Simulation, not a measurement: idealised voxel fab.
Process module in this document: voxel double patterning
The width of the displayed cross-section, cut, is 220 nm; its cells are square, with a size of 5 nm.
A cross-section is written here as square cells arranged in a grid, and it is given in bands from the top down, each band taking up one or more rows of cells. In this notation a band is specified by the heights of its top and bottom, in that order and in nm, after which its materials appear from left to right, each paired with its width in nm. The word "full width" attached to a single material means that material fills the band from edge to edge; the word "blank" stands for empty space. Heads up on the height convention: 0 is the point under which the incoming wafer is all one material, and the lowest band has no bottom, it just keeps going down, like "0 and below". A width such as "30->40" changes by the same amount from each row of cells to the next, from the band's top row to its bottom row. Where a step carries "remained the same", the cross-section came out of it unchanged, cell for cell. "Completely enclosed voids" enumerates empty spaces isolated from the top, with no open way to it, that contain at least 8 cells, giving each as width x height at distance from the left edge, all three in nm. after a step's settings: what the simulator itself notes on the step. A step line may carry the setting "overlay nm", which, for steps involving a mask, states the distance by which the mask lay to the right of its intended position; negative values denote displacement to the left.

## The planned process steps are enumerated hereunder
1: RECEIVE with material Si
2: CONFORMAL_DEP with material SiO2, thk nm 5
3: DIRECTIONAL_DEP with material TiN, thk nm 10
4: DIRECTIONAL_DEP with material SiCN, thk nm 5
5: DIRECTIONAL_DEP with material aC, thk nm 10
6: PATTERN with tone open, mask id FIRST, material resist, width nm 15, pitch nm 50, thk nm 25, overlay nm 0
7: DIRECTIONAL_ETCH with etch materials aC, depth nm 10
8: STRIP with etch materials resist
9: DIRECTIONAL_ETCH with etch materials SiCN, depth nm 5
10: STRIP with etch materials aC
11: MASKED_ETCH with tone open, mask id SECOND, width nm 15, pitch nm 50, etch materials SiCN, depth nm 5, overlay nm 0
12: DIRECTIONAL_ETCH with etch materials TiN, depth nm 10
13: STRIP with etch materials SiCN

## Shown in cross-section is the wafer as received, that is, as it stands after step 1
    0 and below  Si full width
    Completely enclosed voids: none

## The module was run from the start shown above using the plan shown above, but one mistake was made doing it; the resulting wafer cross-section is below
    15 down to 5  blank 75; TiN 15; blank 35; TiN 15; blank 80
    5 down to 0  SiO2 full width
    0 and below  Si full width
    Completely enclosed voids: none
The mistake made against the process plan was this: step 11 went in with a setting other than planned; the actual run was MASKED_ETCH with tone cover, mask id SECOND, width nm 15, pitch nm 50, etch materials SiCN, depth nm 5, overlay nm 0
